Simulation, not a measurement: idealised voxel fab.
Name of the process module below: voxel ribs on slabs
In the cross-section labelled cut, the width is 265 nm and each square cell is 5 nm.
Heads up, the way a cross-section reads in here is a grid of square cells, handed over as bands from the top down, with every band being one or more rows of cells.
The entry gives the band's vertical extent as a top height and a bottom height in nm, then its horizontal make-up as materials from left to right, each with a width in nm. "empty" stands for empty space; a single material marked "all across" fills the band edge to edge.
Heights are reckoned from 0. Under this level, the received wafer is all of one material. The bottommost band is open-ended downward, for example "0 nm and below".
Read "30 to 40" as a graded width: first number on top, second number at the bottom, same change between each pair of neighbouring rows.
Key: "no change occurred" - step with no changed cell in the cross-section.
Closed empty spaces (no open way to the top) of 8 cells or more are what "Voids, fully enclosed" lists, each as width x height at distance from the left edge, nm for all three.
Whatever follows a step's settings on its line is a remark the simulator itself makes about that step.
"overlay nm", when on a step's line for a step with a mask, measures how far to the right of its planned place the mask lay; a negative measure means to the left.
The planned process steps are enumerated hereunder:
| 1 | op RECEIVE | material Si |
| 2 | op DIRECTIONAL_DEP | material SiO2 | thk nm 20 |
| 3 | op DIRECTIONAL_DEP | material polySi | thk nm 15 |
| 4 | op PATTERN | tone cover | mask id RIB | material resist | width nm 30 | thk nm 15 | overlay nm 0 |
| 5 | op DIRECTIONAL_ETCH | etch materials polySi | depth nm 5 |
| 6 | op STRIP | etch materials resist |
| 7 | op PATTERN | tone cover | mask id SLAB | material resist | width nm 80 | thk nm 20 | overlay nm 0 |
| 8 | op DIRECTIONAL_ETCH | etch materials polySi | depth nm 10 |
| 9 | op STRIP | etch materials resist |
| 10 | op FILL_DEP | material SiO2 | thk nm 20 |
| 11 | op CMP | height nm 50 |
| 12 | op DIRECTIONAL_DEP | material TiN | thk nm 5 |
| 13 | op DIRECTIONAL_DEP | material aC | thk nm 10 |
| 14 | op PATTERN | tone cover | mask id HEATER | material resist | width nm 40 | thk nm 25 | overlay nm 0 |
| 15 | op DIRECTIONAL_ETCH | etch materials aC | depth nm 10 |
| 16 | op STRIP | etch materials resist |
| 17 | op DIRECTIONAL_ETCH | etch materials TiN | depth nm 5 |
| 18 | op STRIP | etch materials aC |
| 19 | op CONFORMAL_DEP | material SiN | thk nm 5 |
Cross-section of the wafer at receipt, which is the condition after step 1:
> 0 nm and below  Si all across
> Voids, fully enclosed: none
Cross-section, first of two wafers, end of module, run as planned:
> 60 nm to 55 nm  empty (105)  SiN (50)  empty (110)
> 55 nm to 50 nm  SiN (110)  TiN (40)  SiN (115)
> 50 nm to 35 nm  SiO2 all across
> 35 nm to 30 nm  SiO2 (115)  polySi (30)  SiO2 (120)
> 30 nm to 20 nm  SiO2 (90)  polySi (80)  SiO2 (95)
> 20 nm to 0 nm  SiO2 all across
> 0 nm and below  Si all across
> Voids, fully enclosed: none
Cross-sectional view of the second of two wafers upon completion of the module. This wafer shared its starting condition and process plan with the first; one error was made during its execution:
> 60 nm to 55 nm  empty (105)  SiN (50)  empty (110)
> 55 nm to 50 nm  SiN (110)  TiN (40)  SiN (115)
> 50 nm to 35 nm  SiO2 all across
> 35 nm to 30 nm  SiO2 (110)  polySi (40)  SiO2 (115)
> 30 nm to 20 nm  SiO2 (90)  polySi (80)  SiO2 (95)
> 20 nm to 0 nm  SiO2 all across
> 0 nm and below  Si all across
> Voids, fully enclosed: none
Want to know what went wrong? step 4 was run on a setting that differed from the plan, and what really ran there is op PATTERN | tone cover | mask id RIB | material resist | width nm 40 | thk nm 15 | overlay nm 0
Heads up, by the end the second wafer has more or fewer cells of some materials compared to the first: SiO2: 2 fewer, polySi: 2 more
